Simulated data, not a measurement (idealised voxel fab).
Process module name: voxel transistor to metal
Each square cell in cross-section cut measures 5 nm, and the section as a whole is 225 nm wide.
For the purposes of this document, a cross-section shall be understood as a grid of square cells, specified as bands listed in top-to-bottom order, each band consisting of one or more rows of cells. For a band, the entry starts with two heights in nm, that of the top and then that of the bottom, and carries on with the band's materials in order from left to right, each alongside its width in nm; the word "everywhere" beside a single material means it fills the band edge to edge, and "blank" means empty space. We count height from 0. Below that, the starting wafer is all one material. The lowest band never ends at the bottom but goes on down; see "0 -> down" for how that is written. A width such as "30->40" changes by the same amount from each row of cells to the next, from the band's top row to its bottom row. What does "no alteration" mean for a step? It means no cell of the cross-section changed in that step. This entry, "Closed cavity list", enumerates those empty regions of no fewer than 8 cells that possess no open connection to the top. Each region is reported in the form width x height at distance, the distance being taken from the left edge, with all three quantities expressed in nm. Anything after a step's settings on that line? It's the simulator's own note about the step. "overlay nm" on a masked step: distance the mask lay right of its planned place, negative for left. Note on reading: below, each pair holds a cross-section from before one process step and one from after it; the one from after shows only down to the lowest band that changed. Beneath the pair, the step in between is stated along with its settings. The pairs can stem from different runs of this module on the same starting wafer. Where a pair's entry headed "Before processing step" says so, and only there, that pair continues from the pair above it.
Before processing step
* 55 -> 40: SiO2 20 nm; blank 15 nm; SiO2 45 nm; blank 15 nm; SiO2 35 nm; blank 15 nm; SiO2 45 nm; blank 15 nm; SiO2 20 nm
* 40 -> 20: SiO2 20 nm; blank 15 nm; SiO2 10 nm; SiN 5 nm; SiCN 15 nm; SiN 5 nm; SiO2 10 nm; blank 15 nm; SiO2 35 nm; blank 15 nm; SiO2 10 nm; SiN 5 nm; SiCN 15 nm; SiN 5 nm; SiO2 10 nm; blank 15 nm; SiO2 20 nm
* 20 -> 15: SiCN 10 nm; SiN 5 nm; SiO2 5 nm; blank 15 nm; SiO2 10 nm; SiN 5 nm; SiCN 15 nm; SiN 5 nm; SiO2 10 nm; blank 15 nm; SiO2 5 nm; SiN 5 nm; SiCN 15 nm; SiN 5 nm; SiO2 5 nm; blank 15 nm; SiO2 10 nm; SiN 5 nm; SiCN 15 nm; SiN 5 nm; SiO2 10 nm; blank 15 nm; SiO2 5 nm; SiN 5 nm; SiCN 10 nm
* 15 -> 5: SiCN everywhere
* 5 -> 0: SiO2 10 nm; SiCN 95 nm; SiO2 15 nm; SiCN 95 nm; SiO2 10 nm
* 0 -> -5: SiO2 everywhere
* -5 -> -35: SiO2 20 nm; Si 75 nm; SiO2 35 nm; Si 75 nm; SiO2 20 nm
* -35 -> down: Si everywhere
* Closed cavity list: none
Step Result
* 60 -> 55: TiN 25 nm; blank 5 nm; TiN 55 nm; blank 5 nm; TiN 45 nm; blank 5 nm; TiN 55 nm; blank 5 nm; TiN 25 nm
* 55 -> 40: SiO2 20 nm; TiN 5 nm; blank 5 nm; TiN 5 nm; SiO2 45 nm; TiN 5 nm; blank 5 nm; TiN 5 nm; SiO2 35 nm; TiN 5 nm; blank 5 nm; TiN 5 nm; SiO2 45 nm; TiN 5 nm; blank 5 nm; TiN 5 nm; SiO2 20 nm
* 40 -> 20: SiO2 20 nm; TiN 5 nm; blank 5 nm; TiN 5 nm; SiO2 10 nm; SiN 5 nm; SiCN 15 nm; SiN 5 nm; SiO2 10 nm; TiN 5 nm; blank 5 nm; TiN 5 nm; SiO2 35 nm; TiN 5 nm; blank 5 nm; TiN 5 nm; SiO2 10 nm; SiN 5 nm; SiCN 15 nm; SiN 5 nm; SiO2 10 nm; TiN 5 nm; blank 5 nm; TiN 5 nm; SiO2 20 nm
* 20 -> 15: SiCN 10 nm; SiN 5 nm; SiO2 5 nm; TiN 15 nm; SiO2 10 nm; SiN 5 nm; SiCN 15 nm; SiN 5 nm; SiO2 10 nm; TiN 15 nm; SiO2 5 nm; SiN 5 nm; SiCN 15 nm; SiN 5 nm; SiO2 5 nm; TiN 15 nm; SiO2 10 nm; SiN 5 nm; SiCN 15 nm; SiN 5 nm; SiO2 10 nm; TiN 15 nm; SiO2 5 nm; SiN 5 nm; SiCN 10 nm
* Anything lower than 15 is untouched.
* Closed cavity list: none
Intermediate step for the cross-sections above: CONFORMAL_DEP,material TiN,thk nm 5
Before processing step: look at the pair above, its after cross-section is where this step starts.
Step Result
* 65 -> 60: W everywhere
* 60 -> 55: TiN 25 nm; W 5 nm; TiN 55 nm; W 5 nm; TiN 45 nm; W 5 nm; TiN 55 nm; W 5 nm; TiN 25 nm
* 55 -> 40: SiO2 20 nm; TiN 5 nm; W 5 nm; TiN 5 nm; SiO2 45 nm; TiN 5 nm; W 5 nm; TiN 5 nm; SiO2 35 nm; TiN 5 nm; W 5 nm; TiN 5 nm; SiO2 45 nm; TiN 5 nm; W 5 nm; TiN 5 nm; SiO2 20 nm
* 40 -> 20: SiO2 20 nm; TiN 5 nm; W 5 nm; TiN 5 nm; SiO2 10 nm; SiN 5 nm; SiCN 15 nm; SiN 5 nm; SiO2 10 nm; TiN 5 nm; W 5 nm; TiN 5 nm; SiO2 35 nm; TiN 5 nm; W 5 nm; TiN 5 nm; SiO2 10 nm; SiN 5 nm; SiCN 15 nm; SiN 5 nm; SiO2 10 nm; TiN 5 nm; W 5 nm; TiN 5 nm; SiO2 20 nm
* Anything lower than 20 is untouched.
* Closed cavity list: none
Intermediate step for the cross-sections above: FILL_DEP,material W,thk nm 5
Before processing step: look at the pair above, its after cross-section is where this step starts.
Step Result
* 55 -> 40: SiO2 20 nm; TiN 5 nm; W 5 nm; TiN 5 nm; SiO2 45 nm; TiN 5 nm; W 5 nm; TiN 5 nm; SiO2 35 nm; TiN 5 nm; W 5 nm; TiN 5 nm; SiO2 45 nm; TiN 5 nm; W 5 nm; TiN 5 nm; SiO2 20 nm
* Anything lower than 40 is untouched.
* Closed cavity list: none
Intermediate step for the cross-sections above: CMP,height nm 55
Before processing step: look at the pair above, its after cross-section is where this step starts.
Step Result
* 60 -> 55: SiCN everywhere
* Anything lower than 55 is untouched.
* Closed cavity list: none
Intermediate step for the cross-sections above: CONFORMAL_DEP,material SiCN,thk nm 5
Before processing step: look at the pair above, its after cross-section is where this step starts.
Step Result
* 75 -> 60: SiO2 everywhere
* Anything lower than 60 is untouched.
* Closed cavity list: none
Intermediate step for the cross-sections above: DIRECTIONAL_DEP,material SiO2,thk nm 15
Before processing step: look at the pair above, its after cross-section is where this step starts.
Step Result
* 75 -> 60: SiO2 20 nm; blank 15 nm; SiO2 45 nm; blank 15 nm; SiO2 35 nm; blank 15 nm; SiO2 45 nm; blank 15 nm; SiO2 20 nm
* Anything lower than 60 is untouched.
* Closed cavity list: none
Intermediate step for the cross-sections above: MASKED_ETCH,tone open,mask id METAL_1,width nm 15,etch materials SiO2,depth nm 15,overlay nm 0
Before processing step: look at the pair above, its after cross-section is where this step starts.
Step Result
* 75 -> 60: SiO2 20 nm; blank 15 nm; SiO2 45 nm; blank 15 nm; SiO2 35 nm; blank 15 nm; SiO2 45 nm; blank 15 nm; SiO2 20 nm
* 60 -> 55: SiCN 20 nm; blank 15 nm; SiCN 45 nm; blank 15 nm; SiCN 35 nm; blank 15 nm; SiCN 45 nm; blank 15 nm; SiCN 20 nm
* Anything lower than 55 is untouched.
* Closed cavity list: none
Intermediate step for the cross-sections above: MASKED_ETCH,tone open,mask id METAL_1,width nm 15,etch materials SiCN,depth nm 5,overlay nm 0
Before processing step: look at the pair above, its after cross-section is where this step starts.
Step Result
* 80 -> 75: TiN 25 nm; blank 5 nm; TiN 55 nm; blank 5 nm; TiN 45 nm; blank 5 nm; TiN 55 nm; blank 5 nm; TiN 25 nm
* 75 -> 60: SiO2 20 nm; TiN 5 nm; blank 5 nm; TiN 5 nm; SiO2 45 nm; TiN 5 nm; blank 5 nm; TiN 5 nm; SiO2 35 nm; TiN 5 nm; blank 5 nm; TiN 5 nm; SiO2 45 nm; TiN 5 nm; blank 5 nm; TiN 5 nm; SiO2 20 nm
* 60 -> 55: SiCN 20 nm; TiN 15 nm; SiCN 45 nm; TiN 15 nm; SiCN 35 nm; TiN 15 nm; SiCN 45 nm; TiN 15 nm; SiCN 20 nm
* Anything lower than 55 is untouched.
* Closed cavity list: none
Intermediate step for the cross-sections above: CONFORMAL_DEP,material TiN,thk nm 5
Before processing step: look at the pair above, its after cross-section is where this step starts.
Step Result
* 90 -> 80: Ru everywhere
* 80 -> 75: TiN 25 nm; Ru 5 nm; TiN 55 nm; Ru 5 nm; TiN 45 nm; Ru 5 nm; TiN 55 nm; Ru 5 nm; TiN 25 nm
* 75 -> 60: SiO2 20 nm; TiN 5 nm; Ru 5 nm; TiN 5 nm; SiO2 45 nm; TiN 5 nm; Ru 5 nm; TiN 5 nm; SiO2 35 nm; TiN 5 nm; Ru 5 nm; TiN 5 nm; SiO2 45 nm; TiN 5 nm; Ru 5 nm; TiN 5 nm; SiO2 20 nm
* Anything lower than 60 is untouched.
* Closed cavity list: none
Intermediate step for the cross-sections above: FILL_DEP,material Ru,thk nm 10
Before processing step: look at the pair above, its after cross-section is where this step starts.
Step Result
* 75 -> 60: SiO2 20 nm; TiN 5 nm; Ru 5 nm; TiN 5 nm; SiO2 45 nm; TiN 5 nm; Ru 5 nm; TiN 5 nm; SiO2 35 nm; TiN 5 nm; Ru 5 nm; TiN 5 nm; SiO2 45 nm; TiN 5 nm; Ru 5 nm; TiN 5 nm; SiO2 20 nm
* Anything lower than 60 is untouched.
* Closed cavity list: none
Intermediate step for the cross-sections above: CMP,height nm 75
Before processing step: look at the pair above, its after cross-section is where this step starts.
Step Result
* 80 -> 75: SiN everywhere
* Anything lower than 75 is untouched.
* Closed cavity list: none
Intermediate step for the cross-sections above: CONFORMAL_DEP,material SiN,thk nm 5
Before processing step
* 55 -> 40: SiO2 everywhere
* 40 -> 25: SiO2 45 nm; SiN 5 nm; SiCN 15 nm; SiN 5 nm; SiO2 85 nm; SiN 5 nm; SiCN 15 nm; SiN 5 nm; SiO2 45 nm
* 25 -> 10: SiO2 45 nm; SiN 5 nm; polySi 15 nm; SiN 5 nm; SiO2 85 nm; SiN 5 nm; polySi 15 nm; SiN 5 nm; SiO2 45 nm
* 10 -> 5: SiO2 30 nm; pSi 15 nm; SiN 5 nm; polySi 15 nm; SiN 5 nm; pSi 15 nm; SiO2 55 nm; pSi 15 nm; SiN 5 nm; polySi 15 nm; SiN 5 nm; pSi 15 nm; SiO2 30 nm
* 5 -> 0: SiO2 10 nm; SiN 5 nm; SiO2 15 nm; pSi 15 nm; SiN 5 nm; polySi 15 nm; SiN 5 nm; pSi 15 nm; SiO2 15 nm; SiN 5 nm; SiO2 15 nm; SiN 5 nm; SiO2 15 nm; pSi 15 nm; SiN 5 nm; polySi 15 nm; SiN 5 nm; pSi 15 nm; SiO2 15 nm; SiN 5 nm; SiO2 10 nm
* 0 -> -5: SiO2 30 nm; pSi 15 nm; SiO2 25 nm; pSi 15 nm; SiO2 55 nm; pSi 15 nm; SiO2 25 nm; pSi 15 nm; SiO2 30 nm
* -5 -> -20: SiO2 20 nm; pSi 25 nm; Si 25 nm; pSi 25 nm; SiO2 35 nm; pSi 25 nm; Si 25 nm; pSi 25 nm; SiO2 20 nm
* -20 -> -35: SiO2 20 nm; Si 75 nm; SiO2 35 nm; Si 75 nm; SiO2 20 nm
* -35 -> down: Si everywhere
* Closed cavity list: none
Step Result
* 55 -> 40: blank 20 nm; SiO2 15 nm; blank 45 nm; SiO2 15 nm; blank 35 nm; SiO2 15 nm; blank 45 nm; SiO2 15 nm; blank 20 nm
* 40 -> 25: blank 20 nm; SiO2 15 nm; blank 10 nm; SiN 5 nm; SiCN 15 nm; SiN 5 nm; blank 10 nm; SiO2 15 nm; blank 35 nm; SiO2 15 nm; blank 10 nm; SiN 5 nm; SiCN 15 nm; SiN 5 nm; blank 10 nm; SiO2 15 nm; blank 20 nm
* 25 -> 10: blank 20 nm; SiO2 15 nm; blank 10 nm; SiN 5 nm; polySi 15 nm; SiN 5 nm; blank 10 nm; SiO2 15 nm; blank 35 nm; SiO2 15 nm; blank 10 nm; SiN 5 nm; polySi 15 nm; SiN 5 nm; blank 10 nm; SiO2 15 nm; blank 20 nm
* 10 -> 5: blank 20 nm; SiO2 10 nm; pSi 15 nm; SiN 5 nm; polySi 15 nm; SiN 5 nm; pSi 15 nm; SiO2 10 nm; blank 35 nm; SiO2 10 nm; pSi 15 nm; SiN 5 nm; polySi 15 nm; SiN 5 nm; pSi 15 nm; SiO2 10 nm; blank 20 nm
* 5 -> 0: blank 10 nm; SiN 5 nm; blank 5 nm; SiO2 10 nm; pSi 15 nm; SiN 5 nm; polySi 15 nm; SiN 5 nm; pSi 15 nm; SiO2 10 nm; blank 5 nm; SiN 5 nm; blank 15 nm; SiN 5 nm; blank 5 nm; SiO2 10 nm; pSi 15 nm; SiN 5 nm; polySi 15 nm; SiN 5 nm; pSi 15 nm; SiO2 10 nm; blank 5 nm; SiN 5 nm; blank 10 nm
* 0 -> -5: blank 10 nm; SiO2 5 nm; blank 5 nm; SiO2 10 nm; pSi 15 nm; SiO2 25 nm; pSi 15 nm; SiO2 10 nm; blank 5 nm; SiO2 5 nm; blank 15 nm; SiO2 5 nm; blank 5 nm; SiO2 10 nm; pSi 15 nm; SiO2 25 nm; pSi 15 nm; SiO2 10 nm; blank 5 nm; SiO2 5 nm; blank 10 nm
* Anything lower than -5 is untouched.
* Closed cavity list: none
Intermediate step for the cross-sections above: MASKED_ETCH,tone cover,mask id CONTACT,width nm 15,etch materials SiO2,depth nm 60,overlay nm 0
Before processing step: look at the pair above, its after cross-section is where this step starts.
Step Result
* 60 -> 55: blank 15 nm; TiN 25 nm; blank 35 nm; TiN 25 nm; blank 25 nm; TiN 25 nm; blank 35 nm; TiN 25 nm; blank 15 nm
* 55 -> 45: blank 15 nm; TiN 5 nm; SiO2 15 nm; TiN 5 nm; blank 35 nm; TiN 5 nm; SiO2 15 nm; TiN 5 nm; blank 25 nm; TiN 5 nm; SiO2 15 nm; TiN 5 nm; blank 35 nm; TiN 5 nm; SiO2 15 nm; TiN 5 nm; blank 15 nm
* 45 -> 40: blank 15 nm; TiN 5 nm; SiO2 15 nm; TiN 45 nm; SiO2 15 nm; TiN 5 nm; blank 25 nm; TiN 5 nm; SiO2 15 nm; TiN 45 nm; SiO2 15 nm; TiN 5 nm; blank 15 nm
* 40 -> 25: blank 15 nm; TiN 5 nm; SiO2 15 nm; TiN 10 nm; SiN 5 nm; SiCN 15 nm; SiN 5 nm; TiN 10 nm; SiO2 15 nm; TiN 5 nm; blank 25 nm; TiN 5 nm; SiO2 15 nm; TiN 10 nm; SiN 5 nm; SiCN 15 nm; SiN 5 nm; TiN 10 nm; SiO2 15 nm; TiN 5 nm; blank 15 nm
* 25 -> 10: blank 15 nm; TiN 5 nm; SiO2 15 nm; TiN 10 nm; SiN 5 nm; polySi 15 nm; SiN 5 nm; TiN 10 nm; SiO2 15 nm; TiN 5 nm; blank 25 nm; TiN 5 nm; SiO2 15 nm; TiN 10 nm; SiN 5 nm; polySi 15 nm; SiN 5 nm; TiN 10 nm; SiO2 15 nm; TiN 5 nm; blank 15 nm
* 10 -> 5: blank 5 nm; TiN 15 nm; SiO2 10 nm; pSi 15 nm; SiN 5 nm; polySi 15 nm; SiN 5 nm; pSi 15 nm; SiO2 10 nm; TiN 15 nm; blank 5 nm; TiN 15 nm; SiO2 10 nm; pSi 15 nm; SiN 5 nm; polySi 15 nm; SiN 5 nm; pSi 15 nm; SiO2 10 nm; TiN 15 nm; blank 5 nm
* 5 -> 0: blank 5 nm; TiN 5 nm; SiN 5 nm; TiN 5 nm; SiO2 10 nm; pSi 15 nm; SiN 5 nm; polySi 15 nm; SiN 5 nm; pSi 15 nm; SiO2 10 nm; TiN 5 nm; SiN 5 nm; TiN 5 nm; blank 5 nm; TiN 5 nm; SiN 5 nm; TiN 5 nm; SiO2 10 nm; pSi 15 nm; SiN 5 nm; polySi 15 nm; SiN 5 nm; pSi 15 nm; SiO2 10 nm; TiN 5 nm; SiN 5 nm; TiN 5 nm; blank 5 nm
* 0 -> -5: TiN 10 nm; SiO2 5 nm; TiN 5 nm; SiO2 10 nm; pSi 15 nm; SiO2 25 nm; pSi 15 nm; SiO2 10 nm; TiN 5 nm; SiO2 5 nm; TiN 15 nm; SiO2 5 nm; TiN 5 nm; SiO2 10 nm; pSi 15 nm; SiO2 25 nm; pSi 15 nm; SiO2 10 nm; TiN 5 nm; SiO2 5 nm; TiN 10 nm
* Anything lower than -5 is untouched.
* Closed cavity list: none
Intermediate step for the cross-sections above: CONFORMAL_DEP,material TiN,thk nm 5
Before processing step: look at the pair above, its after cross-section is where this step starts.
Step Result
* 65 -> 60: W everywhere
* 60 -> 55: W 15 nm; TiN 25 nm; W 35 nm; TiN 25 nm; W 25 nm; TiN 25 nm; W 35 nm; TiN 25 nm; W 15 nm
* 55 -> 45: W 15 nm; TiN 5 nm; SiO2 15 nm; TiN 5 nm; W 35 nm; TiN 5 nm; SiO2 15 nm; TiN 5 nm; W 25 nm; TiN 5 nm; SiO2 15 nm; TiN 5 nm; W 35 nm; TiN 5 nm; SiO2 15 nm; TiN 5 nm; W 15 nm
* 45 -> 40: W 15 nm; TiN 5 nm; SiO2 15 nm; TiN 45 nm; SiO2 15 nm; TiN 5 nm; W 25 nm; TiN 5 nm; SiO2 15 nm; TiN 45 nm; SiO2 15 nm; TiN 5 nm; W 15 nm
* 40 -> 25: W 15 nm; TiN 5 nm; SiO2 15 nm; TiN 10 nm; SiN 5 nm; SiCN 15 nm; SiN 5 nm; TiN 10 nm; SiO2 15 nm; TiN 5 nm; W 25 nm; TiN 5 nm; SiO2 15 nm; TiN 10 nm; SiN 5 nm; SiCN 15 nm; SiN 5 nm; TiN 10 nm; SiO2 15 nm; TiN 5 nm; W 15 nm
* 25 -> 10: W 15 nm; TiN 5 nm; SiO2 15 nm; TiN 10 nm; SiN 5 nm; polySi 15 nm; SiN 5 nm; TiN 10 nm; SiO2 15 nm; TiN 5 nm; W 25 nm; TiN 5 nm; SiO2 15 nm; TiN 10 nm; SiN 5 nm; polySi 15 nm; SiN 5 nm; TiN 10 nm; SiO2 15 nm; TiN 5 nm; W 15 nm
* 10 -> 5: W 5 nm; TiN 15 nm; SiO2 10 nm; pSi 15 nm; SiN 5 nm; polySi 15 nm; SiN 5 nm; pSi 15 nm; SiO2 10 nm; TiN 15 nm; W 5 nm; TiN 15 nm; SiO2 10 nm; pSi 15 nm; SiN 5 nm; polySi 15 nm; SiN 5 nm; pSi 15 nm; SiO2 10 nm; TiN 15 nm; W 5 nm
* 5 -> 0: W 5 nm; TiN 5 nm; SiN 5 nm; TiN 5 nm; SiO2 10 nm; pSi 15 nm; SiN 5 nm; polySi 15 nm; SiN 5 nm; pSi 15 nm; SiO2 10 nm; TiN 5 nm; SiN 5 nm; TiN 5 nm; W 5 nm; TiN 5 nm; SiN 5 nm; TiN 5 nm; SiO2 10 nm; pSi 15 nm; SiN 5 nm; polySi 15 nm; SiN 5 nm; pSi 15 nm; SiO2 10 nm; TiN 5 nm; SiN 5 nm; TiN 5 nm; W 5 nm
* Anything lower than 0 is untouched.
* Closed cavity list: none
Intermediate step for the cross-sections above: FILL_DEP,material W,thk nm 5
Before processing step: look at the pair above, its after cross-section is where this step starts.
Step Result
* 55 -> 45: W 15 nm; TiN 5 nm; SiO2 15 nm; TiN 5 nm; W 35 nm; TiN 5 nm; SiO2 15 nm; TiN 5 nm; W 25 nm; TiN 5 nm; SiO2 15 nm; TiN 5 nm; W 35 nm; TiN 5 nm; SiO2 15 nm; TiN 5 nm; W 15 nm
* Anything lower than 45 is untouched.
* Closed cavity list: none
Intermediate step for the cross-sections above: CMP,height nm 55
Before processing step: look at the pair above, its after cross-section is where this step starts.
Step Result
* 60 -> 55: SiCN everywhere
* Anything lower than 55 is untouched.
* Closed cavity list: none
Intermediate step for the cross-sections above: CONFORMAL_DEP,material SiCN,thk nm 5
Before processing step: look at the pair above, its after cross-section is where this step starts.
Step Result
* 75 -> 60: SiO2 everywhere
* Anything lower than 60 is untouched.
* Closed cavity list: none
Intermediate step for the cross-sections above: DIRECTIONAL_DEP,material SiO2,thk nm 15
Before processing step: look at the pair above, its after cross-section is where this step starts.
Step Result
* 75 -> 60: SiO2 20 nm; blank 15 nm; SiO2 45 nm; blank 15 nm; SiO2 35 nm; blank 15 nm; SiO2 45 nm; blank 15 nm; SiO2 20 nm
* Anything lower than 60 is untouched.
* Closed cavity list: none
Intermediate step for the cross-sections above: MASKED_ETCH,tone open,mask id METAL_1,width nm 15,etch materials SiO2,depth nm 15,overlay nm 0
Before processing step: look at the pair above, its after cross-section is where this step starts.
Step Result
* 75 -> 60: SiO2 20 nm; blank 15 nm; SiO2 45 nm; blank 15 nm; SiO2 35 nm; blank 15 nm; SiO2 45 nm; blank 15 nm; SiO2 20 nm
* 60 -> 55: SiCN 20 nm; blank 15 nm; SiCN 45 nm; blank 15 nm; SiCN 35 nm; blank 15 nm; SiCN 45 nm; blank 15 nm; SiCN 20 nm
* Anything lower than 55 is untouched.
* Closed cavity list: none
Intermediate step for the cross-sections above: MASKED_ETCH,tone open,mask id METAL_1,width nm 15,etch materials SiCN,depth nm 5,overlay nm 0
Before processing step: look at the pair above, its after cross-section is where this step starts.
Step Result
* 80 -> 75: TiN 25 nm; blank 5 nm; TiN 55 nm; blank 5 nm; TiN 45 nm; blank 5 nm; TiN 55 nm; blank 5 nm; TiN 25 nm
* 75 -> 60: SiO2 20 nm; TiN 5 nm; blank 5 nm; TiN 5 nm; SiO2 45 nm; TiN 5 nm; blank 5 nm; TiN 5 nm; SiO2 35 nm; TiN 5 nm; blank 5 nm; TiN 5 nm; SiO2 45 nm; TiN 5 nm; blank 5 nm; TiN 5 nm; SiO2 20 nm
* 60 -> 55: SiCN 20 nm; TiN 15 nm; SiCN 45 nm; TiN 15 nm; SiCN 35 nm; TiN 15 nm; SiCN 45 nm; TiN 15 nm; SiCN 20 nm
* Anything lower than 55 is untouched.
* Closed cavity list: none
Intermediate step for the cross-sections above: CONFORMAL_DEP,material TiN,thk nm 5
Before processing step: look at the pair above, its after cross-section is where this step starts.
Step Result
* 90 -> 80: Ru everywhere
* 80 -> 75: TiN 25 nm; Ru 5 nm; TiN 55 nm; Ru 5 nm; TiN 45 nm; Ru 5 nm; TiN 55 nm; Ru 5 nm; TiN 25 nm
* 75 -> 60: SiO2 20 nm; TiN 5 nm; Ru 5 nm; TiN 5 nm; SiO2 45 nm; TiN 5 nm; Ru 5 nm; TiN 5 nm; SiO2 35 nm; TiN 5 nm; Ru 5 nm; TiN 5 nm; SiO2 45 nm; TiN 5 nm; Ru 5 nm; TiN 5 nm; SiO2 20 nm
* Anything lower than 60 is untouched.
* Closed cavity list: none
Intermediate step for the cross-sections above: FILL_DEP,material Ru,thk nm 10
Before processing step: look at the pair above, its after cross-section is where this step starts.
Step Result
* 75 -> 60: SiO2 20 nm; TiN 5 nm; Ru 5 nm; TiN 5 nm; SiO2 45 nm; TiN 5 nm; Ru 5 nm; TiN 5 nm; SiO2 35 nm; TiN 5 nm; Ru 5 nm; TiN 5 nm; SiO2 45 nm; TiN 5 nm; Ru 5 nm; TiN 5 nm; SiO2 20 nm
* Anything lower than 60 is untouched.
* Closed cavity list: none
Intermediate step for the cross-sections above: CMP,height nm 75
Before processing step: look at the pair above, its after cross-section is where this step starts.
Step Result
* 80 -> 75: SiN everywhere
* Anything lower than 75 is untouched.
* Closed cavity list: none
Intermediate step for the cross-sections above: CONFORMAL_DEP,material SiN,thk nm 5
